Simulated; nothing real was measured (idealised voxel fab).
process module | voxel wiring stack
cross-section cut | 210 nm wide | cells 5 nm
A cross-section is a grid of square cells, given in bands from the top down. A band is one or more rows of cells.
Each band's line starts with the height of the band's top and of its bottom, in nm. Then come its materials from left to right, each with its width in nm. One material with "throughout" fills the band from edge to edge. "air" is empty space.
Height 0 is the level under which the wafer as received is all one material. The lowest band goes on downwards, as in "0 down".
A width such as "30 to 40" changes by the same amount from each row of cells to the next, from the band's top row to its bottom row.
"no change" after a step means that no cell of the cross-section changed.
closed voids: empty space of 8 cells or more with no open way to the top, each as width x height at its distance from the left edge, in nm
after a step's settings: what the simulator itself notes on the step
overlay nm, on a step with a mask: how far to the right of its planned place the mask lay; to the left if negative
plan
1 op RECEIVE | material Si
2 op CONFORMAL_DEP | material SiO2 | thk nm 5
3 op CONFORMAL_DEP | material SiCN | thk nm 5
4 op DIRECTIONAL_DEP | material SiO2 | thk nm 25
5 op MASKED_ETCH | tone open | mask id METAL_1 | width nm 30 | pitch nm 45 | etch materials SiO2 | depth nm 25 | overlay nm 0
6 op MASKED_ETCH | tone open | mask id METAL_1 | width nm 30 | pitch nm 45 | etch materials SiCN | depth nm 5 | overlay nm 0
7 op CONFORMAL_DEP | material TiN | thk nm 5
8 op FILL_DEP | material W | thk nm 10
9 op CMP | height nm 40
10 op EPI | material Ru | thk nm 5
11 op FILL_DEP | material SiCN | thk nm 5
12 op DIRECTIONAL_DEP | material SiO2 | thk nm 35
13 op DIRECTIONAL_DEP | material aC | thk nm 15
14 op PATTERN | tone open | mask id METAL_2_HOLES | material resist | width nm 15 | pitch nm 45 | thk nm 30 | overlay nm 0
15 op DIRECTIONAL_ETCH | etch materials aC | depth nm 15
16 op STRIP | etch materials resist
17 op DIRECTIONAL_ETCH | etch materials SiO2 | depth nm 35
18 op STRIP | etch materials aC
19 op PATTERN | tone open | mask id METAL_2 | material resist | width nm 30 | pitch nm 45 | thk nm 20 | overlay nm 0
20 op DIRECTIONAL_ETCH | etch materials SiO2 | depth nm 20
21 op DIRECTIONAL_ETCH | etch materials SiCN | depth nm 5
22 op STRIP | etch materials resist
23 op CONFORMAL_DEP | material TiN | thk nm 5
24 op FILL_DEP | material Cu | thk nm 10
25 op CMP | height nm 85
26 op CONFORMAL_DEP | material SiCN | thk nm 5
varied across the wafers: thk nm of step 2. The plan shows the first wafer's value. All wafers start alike
first wafer as received, after step 1
  0 down: Si throughout
  closed voids: none
each wafer at the end: cells of each material gained (+) or lost (-) since it was received, then its closed voids
thk nm 5 | +32 Cu | +42 Ru | +108 SiCN | +420 SiO2 | +106 TiN | +48 W | closed voids: none
thk nm 10 | +32 Cu | +16 Ru | +134 SiCN | +462 SiO2 | +72 TiN | +40 W | closed voids: none
thk nm 15 | +32 Cu | +16 Ru | +134 SiCN | +474 SiO2 | +68 TiN | +32 W | closed voids: none
thk nm 20 | +32 Cu | +16 Ru | +134 SiCN | +486 SiO2 | +64 TiN | +24 W | closed voids: none
thk nm 25 | +32 Cu | +16 Ru | +134 SiCN | +498 SiO2 | +60 TiN | +16 W | closed voids: none
